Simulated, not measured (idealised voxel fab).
process module | voxel fin reveal
cross-section cut | 290 nm wide | cells 5 nm
A cross-section is a grid of square cells, given in bands from the top down. A band is one or more rows of cells.
Each band's line starts with the height of the band's top and of its bottom, in nm. Then come its materials from left to right, each with its width in nm. One material with "throughout" fills the band from edge to edge. "air" is empty space.
Height 0 is the level under which the wafer as received is all one material. The lowest band goes on downwards, as in "0 down".
A width such as "30 to 40" changes by the same amount from each row of cells to the next, from the band's top row to its bottom row.
"no change" after a step means that no cell of the cross-section changed.
closed voids: empty space of 8 cells or more with no open way to the top, each as width x height at its distance from the left edge, in nm
after a step's settings: what the simulator itself notes on the step
overlay nm, on a step with a mask: how far to the right of its planned place the mask lay; to the left if negative
plan
1 op RECEIVE | material Si
2 op CONFORMAL_DEP | material SiN | thk nm 10
3 op DIRECTIONAL_DEP | material aC | thk nm 15
4 op PATTERN | tone cover | mask id FINS | material resist | width nm 15 | pitch nm 35 | thk nm 30 | overlay nm 0
5 op DIRECTIONAL_ETCH | etch materials aC | depth nm 15
6 op STRIP | etch materials resist
7 op DIRECTIONAL_ETCH | etch materials SiN | depth nm 10
8 op DIRECTIONAL_ETCH | etch materials Si | depth nm 35
9 op STRIP | etch materials aC
10 op OXIDIZE | depth nm 5
11 op FILL_DEP | material SiO2 | thk nm 5
12 op CMP | height nm 10
13 op SELECTIVE_ETCH | etch materials SiO2 | depth nm 35
14 op STRIP | etch materials SiN
15 op CONFORMAL_DEP | material SiO2 | thk nm 5
as received, after step 1
  0 down: Si throughout
  closed voids: none
a wafer at the end: this start, this plan, one mistake
  0 to -25: air 90 | Si 5 | air 30 | Si 5 | air 30 | Si 5 | air 30 | Si 5 | air 90
  -25 to -40: SiO2 90 | Si 5 | SiO2 30 | Si 5 | SiO2 30 | Si 5 | SiO2 30 | Si 5 | SiO2 90
  -40 down: Si throughout
  closed voids: none
what went wrong: step 15 was left out
